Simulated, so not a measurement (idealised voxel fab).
Title: Process Module voxel capacitor over wiring
Xsec cut, 190 nm wide, square cell size 5 nm.
Throughout this document, each cross-section is represented as a grid of square cells and is presented as a sequence of bands enumerated from the top downward, where a band comprises one or more rows of cells.
In this notation a band is specified by the heights of its top and bottom, in that order and in nm, after which its materials appear from left to right, each paired with its width in nm. The word "throughout" attached to a single material means that material fills the band from edge to edge; the word "empty" stands for empty space.
Height is counted from the level 0, under which the received wafer is composed throughout of one material. The lowest of the bands is not closed at the bottom but continues downward, in the notation "0 nm and below".
Per-row width for "30 to 40": begins at first number (top row of band), ends at second number (bottom row), increment between rows held constant.
For the purposes of this document, the phrase "everything unchanged" attached to a step denotes that no cell within the cross-section was modified by that step.
The entry titled "Closed void entries" provides the empty spaces that have no open way to the top, restricted to those of 8 cells or more. Each is presented as width x height at distance, the distance being measured from the left edge, with all three in nm.
The remark found on a step's line after its settings is issued by the simulator itself and pertains to that step.
overlay nm: right-of-plan distance of the mask on a masked step; negative values mean left-of-plan.

-- These are the steps we planned for the process
| 1 | RECEIVE with material Si |
| 2 | CONFORMAL_DEP with material SiO2, thk nm 10 |
| 3 | CONFORMAL_DEP with material SiN, thk nm 5 |
| 4 | DIRECTIONAL_DEP with material lowk, thk nm 25 |
| 5 | PATTERN with tone open, mask id METAL_1, material resist, width nm 30, pitch nm 80, thk nm 20, overlay nm 0 |
| 6 | DIRECTIONAL_ETCH with etch materials lowk, depth nm 25 |
| 7 | DIRECTIONAL_ETCH with etch materials SiN, depth nm 5 |
| 8 | STRIP with etch materials resist |
| 9 | CONFORMAL_DEP with material TiN, thk nm 5 |
| 10 | FILL_DEP with material Cu, thk nm 5 |
| 11 | CMP with height nm 40 |
| 12 | CONFORMAL_DEP with material SiCN, thk nm 5 |
| 13 | DIRECTIONAL_DEP with material lowk, thk nm 10 |
| 14 | MASKED_ETCH with tone open, mask id PLUG_1, width nm 15, etch materials lowk, depth nm 10, overlay nm 0 |
| 15 | MASKED_ETCH with tone open, mask id PLUG_1, width nm 15, etch materials SiCN, depth nm 5, overlay nm 0 |
| 16 | CONFORMAL_DEP with material TiN, thk nm 5 |
| 17 | FILL_DEP with material Ru, thk nm 10 |
| 18 | CMP with height nm 55 |
| 19 | DIRECTIONAL_DEP with material TiN, thk nm 5 |
| 20 | DIRECTIONAL_DEP with material SiN, thk nm 5 |
| 21 | DIRECTIONAL_DEP with material TiN, thk nm 10 |
| 22 | MASKED_ETCH with tone cover, mask id UPPER_PLATE, width nm 55, etch materials TiN, depth nm 10, overlay nm 0 |
| 23 | MASKED_ETCH with tone cover, mask id UPPER_PLATE, width nm 55, etch materials SiN, depth nm 5, overlay nm 0 |
| 24 | MASKED_ETCH with tone cover, mask id LOWER_PLATE, width nm 65, etch materials TiN, depth nm 5, overlay nm 0 |
| 25 | FILL_DEP with material SiO2, thk nm 15 |
| 26 | CMP with height nm 85 |
| 27 | MASKED_ETCH with tone open, mask id PLUG_2, width nm 15, etch materials SiO2, depth nm 10, overlay nm 0 |
| 28 | CONFORMAL_DEP with material TiN, thk nm 5 |
| 29 | FILL_DEP with material Ru, thk nm 10 |
| 30 | CMP with height nm 85 |
| 31 | CONFORMAL_DEP with material SiN, thk nm 5 |

-- First of two wafers: run as planned

-- As-received state of the wafer in cross-section, equivalent to post-step 1
> 0 nm and below: Si throughout
> Closed void entries: none

-- Wafer after step 2 (cross-section)
> 10 nm to 0 nm: SiO2 throughout
> At heights below 0, the structure remains unaltered.

-- Wafer after step 3 (cross-section)
> 15 nm to 10 nm: SiN throughout
> At heights below 10, the structure remains unaltered.

-- Wafer after step 4 (cross-section)
> 40 nm to 15 nm: lowk throughout
> At heights below 15, the structure remains unaltered.

-- Wafer after step 5 (cross-section)
> 60 nm to 40 nm: resist 40, then empty 30, then resist 50, then empty 30, then resist 40
> At heights below 40, the structure remains unaltered.

-- Wafer after step 6 (cross-section)
> 60 nm to 40 nm: resist 40, then empty 30, then resist 50, then empty 30, then resist 40
> 40 nm to 15 nm: lowk 40, then empty 30, then lowk 50, then empty 30, then lowk 40
> At heights below 15, the structure remains unaltered.

-- Wafer after step 7 (cross-section)
> 60 nm to 40 nm: resist 40, then empty 30, then resist 50, then empty 30, then resist 40
> 40 nm to 15 nm: lowk 40, then empty 30, then lowk 50, then empty 30, then lowk 40
> 15 nm to 10 nm: SiN 40, then empty 30, then SiN 50, then empty 30, then SiN 40
> At heights below 10, the structure remains unaltered.

-- Wafer after step 8 (cross-section)
> 40 nm to 15 nm: lowk 40, then empty 30, then lowk 50, then empty 30, then lowk 40
> At heights below 15, the structure remains unaltered.

-- Wafer after step 9 (cross-section)
> 45 nm to 40 nm: TiN 45, then empty 20, then TiN 60, then empty 20, then TiN 45
> 40 nm to 15 nm: lowk 40, then TiN 5, then empty 20, then TiN 5, then lowk 50, then TiN 5, then empty 20, then TiN 5, then lowk 40
> 15 nm to 10 nm: SiN 40, then TiN 30, then SiN 50, then TiN 30, then SiN 40
> At heights below 10, the structure remains unaltered.

-- Wafer after step 10 (cross-section)
> 50 nm to 45 nm: Cu throughout
> 45 nm to 40 nm: TiN 45, then Cu 20, then TiN 60, then Cu 20, then TiN 45
> 40 nm to 15 nm: lowk 40, then TiN 5, then Cu 20, then TiN 5, then lowk 50, then TiN 5, then Cu 20, then TiN 5, then lowk 40
> At heights below 15, the structure remains unaltered.

-- Wafer after step 11 (cross-section)
> 40 nm to 15 nm: lowk 40, then TiN 5, then Cu 20, then TiN 5, then lowk 50, then TiN 5, then Cu 20, then TiN 5, then lowk 40
> At heights below 15, the structure remains unaltered.

-- Wafer after step 12 (cross-section)
> 45 nm to 40 nm: SiCN throughout
> At heights below 40, the structure remains unaltered.

-- Wafer after step 13 (cross-section)
> 55 nm to 45 nm: lowk throughout
> At heights below 45, the structure remains unaltered.

-- Wafer after step 14 (cross-section)
> 55 nm to 45 nm: lowk 55, then empty 15, then lowk 120
> At heights below 45, the structure remains unaltered.

-- Wafer after step 15 (cross-section)
> 55 nm to 45 nm: lowk 55, then empty 15, then lowk 120
> 45 nm to 40 nm: SiCN 55, then empty 15, then SiCN 120
> At heights below 40, the structure remains unaltered.

-- Wafer after step 16 (cross-section)
> 60 nm to 55 nm: TiN 60, then empty 5, then TiN 125
> 55 nm to 45 nm: lowk 55, then TiN 5, then empty 5, then TiN 5, then lowk 120
> 45 nm to 40 nm: SiCN 55, then TiN 15, then SiCN 120
> At heights below 40, the structure remains unaltered.

-- Wafer after step 17 (cross-section)
> 70 nm to 60 nm: Ru throughout
> 60 nm to 55 nm: TiN 60, then Ru 5, then TiN 125
> 55 nm to 45 nm: lowk 55, then TiN 5, then Ru 5, then TiN 5, then lowk 120
> At heights below 45, the structure remains unaltered.

-- Wafer after step 18 (cross-section)
> 55 nm to 45 nm: lowk 55, then TiN 5, then Ru 5, then TiN 5, then lowk 120
> At heights below 45, the structure remains unaltered.

-- Wafer after step 19 (cross-section)
> 60 nm to 55 nm: TiN throughout
> At heights below 55, the structure remains unaltered.

-- Wafer after step 20 (cross-section)
> 65 nm to 60 nm: SiN throughout
> At heights below 60, the structure remains unaltered.

-- Wafer after step 21 (cross-section)
> 75 nm to 65 nm: TiN throughout
> At heights below 65, the structure remains unaltered.

-- Wafer after step 22 (cross-section)
> 75 nm to 65 nm: empty 55, then TiN 55, then empty 80
> At heights below 65, the structure remains unaltered.

-- Wafer after step 23 (cross-section)
> 75 nm to 65 nm: empty 55, then TiN 55, then empty 80
> 65 nm to 60 nm: empty 55, then SiN 55, then empty 80
> At heights below 60, the structure remains unaltered.

-- Wafer after step 24 (cross-section)
> 75 nm to 65 nm: empty 55, then TiN 55, then empty 80
> 65 nm to 60 nm: empty 55, then SiN 55, then empty 80
> 60 nm to 55 nm: empty 50, then TiN 65, then empty 75
> At heights below 55, the structure remains unaltered.

-- Wafer after step 25 (cross-section)
> 90 nm to 75 nm: SiO2 throughout
> 75 nm to 65 nm: SiO2 55, then TiN 55, then SiO2 80
> 65 nm to 60 nm: SiO2 55, then SiN 55, then SiO2 80
> 60 nm to 55 nm: SiO2 50, then TiN 65, then SiO2 75
> At heights below 55, the structure remains unaltered.

-- Wafer after step 26 (cross-section)
> 85 nm to 75 nm: SiO2 throughout
> At heights below 75, the structure remains unaltered.

-- Wafer after step 27 (cross-section)
> 85 nm to 75 nm: SiO2 65, then empty 15, then SiO2 110
> At heights below 75, the structure remains unaltered.

-- Wafer after step 28 (cross-section)
> 90 nm to 85 nm: TiN 70, then empty 5, then TiN 115
> 85 nm to 80 nm: SiO2 65, then TiN 5, then empty 5, then TiN 5, then SiO2 110
> 80 nm to 75 nm: SiO2 65, then TiN 15, then SiO2 110
> At heights below 75, the structure remains unaltered.

-- Wafer after step 29 (cross-section)
> 100 nm to 90 nm: Ru throughout
> 90 nm to 85 nm: TiN 70, then Ru 5, then TiN 115
> 85 nm to 80 nm: SiO2 65, then TiN 5, then Ru 5, then TiN 5, then SiO2 110
> At heights below 80, the structure remains unaltered.

-- Wafer after step 30 (cross-section)
> 85 nm to 80 nm: SiO2 65, then TiN 5, then Ru 5, then TiN 5, then SiO2 110
> At heights below 80, the structure remains unaltered.

-- Wafer after step 31 (cross-section)
> 90 nm to 85 nm: SiN throughout
> At heights below 85, the structure remains unaltered.

-- Here the second wafer is described. Its start and its plan were those of the first wafer. Its run contained one mistake. Up to and including step 13, it did exactly what the first wafer did

-- Cross-section, second wafer, at the end time the plan gives for step 14
> 55 nm to 45 nm: empty 55, then lowk 15, then empty 120
> At heights below 45, the structure remains unaltered.

Cross-section, second wafer, at the end time the plan gives for step 15: everything unchanged

-- Cross-section, second wafer, at the end time the plan gives for step 16
> 60 nm to 55 nm: empty 50, then TiN 25, then empty 115
> 55 nm to 50 nm: empty 50, then TiN 5, then lowk 15, then TiN 5, then empty 115
> 50 nm to 45 nm: TiN 55, then lowk 15, then TiN 120
> At heights below 45, the structure remains unaltered.

-- Cross-section, second wafer, at the end time the plan gives for step 17
> 70 nm to 60 nm: Ru throughout
> 60 nm to 55 nm: Ru 50, then TiN 25, then Ru 115
> 55 nm to 50 nm: Ru 50, then TiN 5, then lowk 15, then TiN 5, then Ru 115
> At heights below 50, the structure remains unaltered.

-- Cross-section, second wafer, at the end time the plan gives for step 18
> 55 nm to 50 nm: Ru 50, then TiN 5, then lowk 15, then TiN 5, then Ru 115
> At heights below 50, the structure remains unaltered.

-- Cross-section, second wafer, at the end time the plan gives for step 19
> 60 nm to 55 nm: TiN throughout
> At heights below 55, the structure remains unaltered.

-- Cross-section, second wafer, at the end time the plan gives for step 20
> 65 nm to 60 nm: SiN throughout
> At heights below 60, the structure remains unaltered.

-- Cross-section, second wafer, at the end time the plan gives for step 21
> 75 nm to 65 nm: TiN throughout
> At heights below 65, the structure remains unaltered.

-- Cross-section, second wafer, at the end time the plan gives for step 22
> 75 nm to 65 nm: empty 55, then TiN 55, then empty 80
> At heights below 65, the structure remains unaltered.

-- Cross-section, second wafer, at the end time the plan gives for step 23
> 75 nm to 65 nm: empty 55, then TiN 55, then empty 80
> 65 nm to 60 nm: empty 55, then SiN 55, then empty 80
> At heights below 60, the structure remains unaltered.

-- Cross-section, second wafer, at the end time the plan gives for step 24
> 75 nm to 65 nm: empty 55, then TiN 55, then empty 80
> 65 nm to 60 nm: empty 55, then SiN 55, then empty 80
> 60 nm to 55 nm: empty 50, then TiN 65, then empty 75
> At heights below 55, the structure remains unaltered.

-- Cross-section, second wafer, at the end time the plan gives for step 25
> 90 nm to 75 nm: SiO2 throughout
> 75 nm to 65 nm: SiO2 55, then TiN 55, then SiO2 80
> 65 nm to 60 nm: SiO2 55, then SiN 55, then SiO2 80
> 60 nm to 55 nm: SiO2 50, then TiN 65, then SiO2 75
> At heights below 55, the structure remains unaltered.

-- Cross-section, second wafer, at the end time the plan gives for step 26
> 85 nm to 75 nm: SiO2 throughout
> At heights below 75, the structure remains unaltered.

-- Cross-section, second wafer, at the end time the plan gives for step 27
> 85 nm to 75 nm: SiO2 65, then empty 15, then SiO2 110
> At heights below 75, the structure remains unaltered.

-- Cross-section, second wafer, at the end time the plan gives for step 28
> 90 nm to 85 nm: TiN 70, then empty 5, then TiN 115
> 85 nm to 80 nm: SiO2 65, then TiN 5, then empty 5, then TiN 5, then SiO2 110
> 80 nm to 75 nm: SiO2 65, then TiN 15, then SiO2 110
> At heights below 75, the structure remains unaltered.

-- Cross-section, second wafer, at the end time the plan gives for step 29
> 100 nm to 90 nm: Ru throughout
> 90 nm to 85 nm: TiN 70, then Ru 5, then TiN 115
> 85 nm to 80 nm: SiO2 65, then TiN 5, then Ru 5, then TiN 5, then SiO2 110
> At heights below 80, the structure remains unaltered.

-- Cross-section, second wafer, at the end time the plan gives for step 30
> 85 nm to 80 nm: SiO2 65, then TiN 5, then Ru 5, then TiN 5, then SiO2 110
> At heights below 80, the structure remains unaltered.

-- Cross-section, second wafer, at the end time the plan gives for step 31
> 90 nm to 85 nm: SiN throughout
> At heights below 85, the structure remains unaltered.
Error vs. plan: step 14 did not use the planned setting and instead ran as MASKED_ETCH with tone cover, mask id PLUG_1, width nm 15, etch materials lowk, depth nm 10, overlay nm 0
End check, counted in cells, second wafer has more or fewer of these materials than the first: +31 Ru | +3 SiCN | +30 TiN | -64 lowk
